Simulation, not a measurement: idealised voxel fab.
This section sets out a process module, namely voxel released beams.
The cross-section on display is named cut; it measures 210 nm wide, and its cells are 5 nm squares.
How to read a cross-section here: the picture is a grid of square cells, written as bands going from the top down, and any band can span one or more rows of cells.
The entry gives the band's vertical extent as a top height and a bottom height in nm, then its horizontal make-up as materials from left to right, each with a width in nm. "empty" stands for empty space; a single material marked "all across" fills the band edge to edge.
Zero point of the height axis is 0; under it, received wafer = one material. Lowest band: continues down indefinitely, "0 and below".
With a width like "30->40", each row of cells in the band differs from the next by the same amount, the top row carrying the first number and the bottom row the second.
Given "left unchanged" for a step, no cell of the cross-section differs between before and after that step.
Empty spaces counting at least 8 cells and having no open way to the top are listed in "Internal closed voids". The notation width x height at distance is used for each, the distance being from the left edge and all three values in nm.
What comes after the settings on a step's line is commentary from the simulator itself on that step.
overlay nm: step with mask; distance mask lay right of planned place; negative value = left of planned place.

-- Intended process steps
1) RECEIVE,material Si
2) CONFORMAL_DEP,material SiN,thk nm 10
3) DIRECTIONAL_DEP,material SiO2,thk nm 15
4) DIRECTIONAL_DEP,material aC,thk nm 15
5) PATTERN,tone open,mask id ANCHOR,material resist,width nm 35,thk nm 30,overlay nm 0
6) DIRECTIONAL_ETCH,etch materials aC,depth nm 15
7) STRIP,etch materials resist
8) DIRECTIONAL_ETCH,etch materials SiO2,depth nm 15
9) STRIP,etch materials aC
10) CONFORMAL_DEP,material W,thk nm 15
11) DIRECTIONAL_DEP,material aC,thk nm 15
12) PATTERN,tone cover,mask id BEAM,material resist,width nm 120,thk nm 35,overlay nm 0
13) DIRECTIONAL_ETCH,etch materials aC,depth nm 15
14) STRIP,etch materials resist
15) DIRECTIONAL_ETCH,etch materials W,depth nm 15
16) STRIP,etch materials aC
17) STRIP,etch materials SiO2
The width nm used in step 5 is not the same on every wafer, whereas the starting condition is; the value printed in the plan is the first wafer's.

-- The first of several wafers, as received after step 1, seen in section
0 and below: Si all across
Internal closed voids: none

-- Note: the following table is arranged by wafer, a row apiece. Each row reports the end-of-module state: per material, cells gained (+) or cells lost (-) compared with the wafer as received; closed voids follow
width nm 35 | +84 SiN | +90 W | Internal closed voids: none
width nm 40 | +84 SiN | +90 W | Internal closed voids: none
width nm 45 | +84 SiN | +90 W | Internal closed voids: none
width nm 50 | +84 SiN | +90 W | Internal closed voids: none
width nm 55 | +84 SiN | +90 W | Internal closed voids: none
width nm 60 | +84 SiN | +90 W | Internal closed voids: none
